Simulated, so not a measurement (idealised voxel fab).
Process module, titled voxel transistor to metal
The cross-section on display is named cut; it measures 215 nm wide, and its cells are 5 nm squares.
Format of a cross-section: grid, square cells. Given as bands. Order: top down. Band: one or more rows of cells.
Band entry format. Leading values: height of top, height of bottom, nm. Remainder: materials in left-to-right order, each with its width in nm. Special words: "all across" on a single material, which then fills the band edge to edge; "blank", empty space.
Height datum 0, below which the as-received substrate wafer is one material. Lowest band open at the bottom, running downward: "0..down".
Read "30..40" as a graded width: first number on top, second number at the bottom, same change between each pair of neighbouring rows.
Key: "nothing got changed" - step with no changed cell in the cross-section.
The entry titled "Closed void catalog" provides the empty spaces that have no open way to the top, restricted to those of 8 cells or more. Each is presented as width x height at distance, the distance being measured from the left edge, with all three in nm.
If you see something after the settings on a step's line, that's the simulator's own remark about that step.
overlay nm: on a step with a mask, how far right of its planned place the mask lay; negative means left.

The planned process steps are enumerated hereunder:
1. RECEIVE,material Si
2. CONFORMAL_DEP,material SiO2,thk nm 5
3. CONFORMAL_DEP,material SiN,thk nm 10
4. DIRECTIONAL_DEP,material aC,thk nm 15
5. PATTERN,tone cover,mask id ACTIVE,material resist,width nm 115,thk nm 30,overlay nm 0
6. DIRECTIONAL_ETCH,etch materials aC,depth nm 15
7. STRIP,etch materials resist
8. DIRECTIONAL_ETCH,etch materials SiN,depth nm 10
9. DIRECTIONAL_ETCH,etch materials SiO2,depth nm 5
10. DIRECTIONAL_ETCH,etch materials Si,depth nm 25
11. STRIP,etch materials aC
12. OXIDIZE,depth nm 5
13. FILL_DEP,material SiO2,thk nm 15
14. CMP,height nm 15
15. SELECTIVE_ETCH,etch materials SiO2,depth nm 10
16. STRIP,etch materials SiN
17. SELECTIVE_ETCH,etch materials SiO2,depth nm 5
18. OXIDIZE,depth nm 5
19. DIRECTIONAL_DEP,material polySi,thk nm 25
20. DIRECTIONAL_DEP,material SiCN,thk nm 15
21. DIRECTIONAL_DEP,material aC,thk nm 15
22. PATTERN,tone cover,mask id GATE,material resist,width nm 25,thk nm 35,overlay nm 0
23. DIRECTIONAL_ETCH,etch materials aC,depth nm 15
24. STRIP,etch materials resist
25. DIRECTIONAL_ETCH,etch materials SiCN,depth nm 25
26. DIRECTIONAL_ETCH,etch materials polySi,depth nm 35
27. STRIP,etch materials aC
28. CONFORMAL_DEP,material SiN,thk nm 10
29. DIRECTIONAL_ETCH,etch materials SiN,depth nm 10
30. DIRECTIONAL_ETCH,etch materials SiO2,depth nm 5
31. DIRECTIONAL_ETCH,etch materials Si,depth nm 5
32. EPI,material pSi,thk nm 5
33. FILL_DEP,material SiO2,thk nm 10
34. CMP,height nm 25
35. STRIP,etch materials polySi
36. SELECTIVE_ETCH,etch materials SiO2,depth nm 5
37. CONFORMAL_DEP,material HfO2,thk nm 5
38. CONFORMAL_DEP,material TiN,thk nm 5
39. FILL_DEP,material W,thk nm 10
40. CMP,height nm 20
41. DIRECTIONAL_DEP,material SiO2,thk nm 15
42. DIRECTIONAL_DEP,material aC,thk nm 15
43. PATTERN,tone open,mask id CONTACT,material resist,width nm 20,pitch nm 75,thk nm 35,overlay nm 0
44. DIRECTIONAL_ETCH,etch materials aC,depth nm 15
45. STRIP,etch materials resist
46. DIRECTIONAL_ETCH,etch materials SiO2,depth nm 40
47. STRIP,etch materials aC
48. CONFORMAL_DEP,material TiN,thk nm 5
49. FILL_DEP,material W,thk nm 10
50. CMP,height nm 35
51. DIRECTIONAL_DEP,material TiN,thk nm 5
52. DIRECTIONAL_DEP,material W,thk nm 25
53. DIRECTIONAL_DEP,material aC,thk nm 10
54. PATTERN,tone cover,mask id METAL_1,material resist,width nm 20,pitch nm 75,thk nm 25,overlay nm 0
55. DIRECTIONAL_ETCH,etch materials aC,depth nm 10
56. STRIP,etch materials resist
57. DIRECTIONAL_ETCH,etch materials W,depth nm 25
58. DIRECTIONAL_ETCH,etch materials TiN,depth nm 5
59. STRIP,etch materials aC
60. FILL_DEP,material SiO2,thk nm 10
61. CMP,height nm 65
62. CONFORMAL_DEP,material SiCN,thk nm 5
63. DIRECTIONAL_DEP,material SiO2,thk nm 35
64. MASKED_ETCH,tone open,mask id METAL_2,width nm 20,pitch nm 75,etch materials SiO2,depth nm 20,overlay nm 0
65. PATTERN,tone open,mask id METAL_2_HOLES,material resist,width nm 15,pitch nm 75,thk nm 20,overlay nm 0
66. DIRECTIONAL_ETCH,etch materials SiO2,depth nm 15
67. DIRECTIONAL_ETCH,etch materials SiCN,depth nm 5
68. STRIP,etch materials resist
69. CONFORMAL_DEP,material TiN,thk nm 5
70. FILL_DEP,material Ru,thk nm 5
71. CMP,height nm 105
72. CONFORMAL_DEP,material SiN,thk nm 5

As-received wafer cross-section (after step 1):
0..down  Si all across
Closed void catalog: none

Wafer cross-section at end of module: start and plan as shown above, one execution error:
110..105  SiN all across
105..90  SiO2 60 nm | TiN 5 nm | Ru 10 nm | TiN 5 nm | SiO2 55 nm | TiN 5 nm | Ru 10 nm | TiN 5 nm | SiO2 60 nm
90..85  SiO2 60 nm | TiN 5 nm | Ru 5 nm | TiN 10 nm | SiO2 55 nm | TiN 5 nm | Ru 5 nm | TiN 10 nm | SiO2 60 nm
85..70  SiO2 60 nm | TiN 5 nm | Ru 5 nm | TiN 5 nm | SiO2 60 nm | TiN 5 nm | Ru 5 nm | TiN 5 nm | SiO2 65 nm
70..65  SiCN 60 nm | TiN 15 nm | SiCN 60 nm | TiN 15 nm | SiCN 65 nm
65..40  SiO2 60 nm | W 20 nm | SiO2 55 nm | W 20 nm | SiO2 60 nm
40..35  SiO2 60 nm | TiN 20 nm | SiO2 55 nm | TiN 20 nm | SiO2 60 nm
35..20  SiO2 55 nm | TiN 5 nm | W 10 nm | TiN 5 nm | SiO2 55 nm | TiN 5 nm | W 10 nm | TiN 5 nm | SiO2 65 nm
20..5  SiO2 55 nm | TiN 5 nm | W 10 nm | TiN 5 nm | SiO2 10 nm | SiN 10 nm | HfO2 5 nm | TiN 5 nm | W 5 nm | TiN 5 nm | HfO2 5 nm | SiN 10 nm | TiN 5 nm | W 10 nm | TiN 5 nm | SiO2 65 nm
5..0  SiO2 55 nm | TiN 5 nm | W 10 nm | TiN 5 nm | SiO2 10 nm | SiN 10 nm | HfO2 5 nm | TiN 15 nm | HfO2 5 nm | SiN 10 nm | TiN 10 nm | W 5 nm | TiN 5 nm | SiO2 65 nm
0..-5  SiO2 55 nm | TiN 20 nm | SiO2 5 nm | pSi 5 nm | SiO2 5 nm | HfO2 35 nm | SiO2 5 nm | pSi 5 nm | TiN 15 nm | SiO2 65 nm
-5..-10  SiO2 55 nm | pSi 30 nm | Si 45 nm | pSi 30 nm | SiO2 55 nm
-10..-30  SiO2 55 nm | Si 105 nm | SiO2 55 nm
-30..down  Si all across
Closed void catalog: none
Finding, execution versus plan: step 43 went in with a setting other than planned; the actual run was PATTERN,tone open,mask id CONTACT,material resist,width nm 20,pitch nm 75,thk nm 35,overlay nm -5
